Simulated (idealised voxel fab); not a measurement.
voxel transistor to metal: a process module
For reference, the cross-section in this document is cut, with width 300 nm and square cells of 5 nm.
For the purposes of this document, a cross-section shall be understood as a grid of square cells, specified as bands listed in top-to-bottom order, each band consisting of one or more rows of cells. In this notation a band is specified by the heights of its top and bottom, in that order and in nm, after which its materials appear from left to right, each paired with its width in nm. The word "full width" attached to a single material means that material fills the band from edge to edge; the word "empty" stands for empty space. Convention: height 0 is the level below which the wafer, as received, is all one material. The lowest band does not terminate at the bottom but continues downward, represented as "0 down". The two numbers in a width such as "30->40" mark its ends across the band: the first belongs to the top row of cells, the second to the bottom row, and from each row to the next the width moves by the same amount. When a step is marked "no modification", none of the cells in the cross-section changed during that step. Entrapped voids: empty space of 8 cells or more with no open way to the top, each as width x height at its distance from the left edge, in nm. Whatever follows a step's settings on its line is a remark the simulator itself makes about that step. On any step carrying a mask, the "overlay nm" setting, if present on the step's line, tells how far right of its planned place the mask lay; negative values point to the left.

Below is the list of planned process steps
1. RECEIVE with material Si
2. OXIDIZE with depth nm 5
3. CONFORMAL_DEP with material SiN, thk nm 15
4. MASKED_ETCH with tone cover, mask id ACTIVE, width nm 105, pitch nm 130, etch materials SiN, depth nm 15, overlay nm 0
5. MASKED_ETCH with tone cover, mask id ACTIVE, width nm 105, pitch nm 130, etch materials SiO2, depth nm 5, overlay nm 0
6. MASKED_ETCH with tone cover, mask id ACTIVE, width nm 105, pitch nm 130, etch materials Si, depth nm 20, overlay nm -15
7. FILL_DEP with material SiO2, thk nm 10
8. CMP with height nm 15
9. SELECTIVE_ETCH with etch materials SiO2, depth nm 5
10. STRIP with etch materials SiN
11. SELECTIVE_ETCH with etch materials SiO2, depth nm 5
12. OXIDIZE with depth nm 5
13. DIRECTIONAL_DEP with material polySi, thk nm 30
14. DIRECTIONAL_DEP with material SiCN, thk nm 10
15. PATTERN with tone cover, mask id GATE, material resist, width nm 15, pitch nm 130, thk nm 20, overlay nm 0
16. DIRECTIONAL_ETCH with etch materials SiCN, depth nm 20
17. DIRECTIONAL_ETCH with etch materials polySi, depth nm 40
18. STRIP with etch materials resist
19. CONFORMAL_DEP with material SiN, thk nm 10
20. DIRECTIONAL_ETCH with etch materials SiN, depth nm 10
21. DIRECTIONAL_ETCH with etch materials SiO2, depth nm 5
22. DIRECTIONAL_ETCH with etch materials Si, depth nm 10
23. EPI with material SiGe, thk nm 15
24. FILL_DEP with material SiO2, thk nm 10
25. CMP with height nm 35
26. DIRECTIONAL_DEP with material SiO2, thk nm 15
27. PATTERN with tone open, mask id CONTACT, material resist, width nm 20, thk nm 20, overlay nm 0
28. DIRECTIONAL_ETCH with etch materials SiO2, depth nm 45
29. STRIP with etch materials resist
30. CONFORMAL_DEP with material TiN, thk nm 5
31. FILL_DEP with material W, thk nm 5
32. CMP with height nm 50
33. DIRECTIONAL_DEP with material TiN, thk nm 5
34. DIRECTIONAL_DEP with material W, thk nm 20
35. MASKED_ETCH with tone cover, mask id METAL_1, width nm 20, etch materials W, depth nm 20, overlay nm 0
36. MASKED_ETCH with tone cover, mask id METAL_1, width nm 20, etch materials TiN, depth nm 5, overlay nm 0
37. FILL_DEP with material SiO2, thk nm 5
38. CMP with height nm 75
39. CONFORMAL_DEP with material SiCN, thk nm 5
40. DIRECTIONAL_DEP with material lowk, thk nm 30
41. DIRECTIONAL_DEP with material aC, thk nm 10
42. PATTERN with tone open, mask id METAL_2, material resist, width nm 20, pitch nm 130, thk nm 30, overlay nm 0
43. DIRECTIONAL_ETCH with etch materials aC, depth nm 10
44. STRIP with etch materials resist
45. DIRECTIONAL_ETCH with etch materials lowk, depth nm 15
46. STRIP with etch materials aC
47. DIRECTIONAL_DEP with material aC, thk nm 10
48. PATTERN with tone open, mask id METAL_2_HOLES, material resist, width nm 15, pitch nm 130, thk nm 25, overlay nm 0
49. DIRECTIONAL_ETCH with etch materials aC, depth nm 10
50. STRIP with etch materials resist
51. DIRECTIONAL_ETCH with etch materials lowk, depth nm 15
52. DIRECTIONAL_ETCH with etch materials SiCN, depth nm 5
53. STRIP with etch materials aC
54. CONFORMAL_DEP with material TiN, thk nm 5
55. FILL_DEP with material Cu, thk nm 10
56. CMP with height nm 110
57. CONFORMAL_DEP with material SiCN, thk nm 5
Same starting wafers, different overlay nm at step 6. Plan value belongs to the first wafer.

Cross-sectional view of the first of several wafers in the as-received condition, corresponding to the state following step 1
- 0 down = Si full width
- Entrapped voids: none

Each row below is a wafer at the end of the module, listing for every material the number of cells it has gained (+) or lost (-) since it was received, followed by its closed voids
overlay nm -15; +16 Cu; -202 Si; +126 SiCN; +120 SiGe; +80 SiN; +630 SiO2; +128 TiN; +128 W; +318 lowk; +36 polySi; Entrapped voids: none
overlay nm -10; +16 Cu; -210 Si; +126 SiCN; +120 SiGe; +80 SiN; +638 SiO2; +128 TiN; +128 W; +318 lowk; +36 polySi; Entrapped voids: none
overlay nm -5; +16 Cu; -216 Si; +126 SiCN; +120 SiGe; +80 SiN; +644 SiO2; +128 TiN; +128 W; +318 lowk; +36 polySi; Entrapped voids: none
overlay nm 0; +16 Cu; -222 Si; +126 SiCN; +120 SiGe; +80 SiN; +650 SiO2; +128 TiN; +128 W; +318 lowk; +36 polySi; Entrapped voids: none
overlay nm 5; +16 Cu; -216 Si; +126 SiCN; +120 SiGe; +80 SiN; +644 SiO2; +128 TiN; +128 W; +318 lowk; +36 polySi; Entrapped voids: none
overlay nm 10; +16 Cu; -210 Si; +126 SiCN; +120 SiGe; +80 SiN; +638 SiO2; +128 TiN; +128 W; +318 lowk; +36 polySi; Entrapped voids: none
overlay nm 15; +16 Cu; -202 Si; +126 SiCN; +120 SiGe; +80 SiN; +630 SiO2; +128 TiN; +128 W; +318 lowk; +36 polySi; Entrapped voids: none
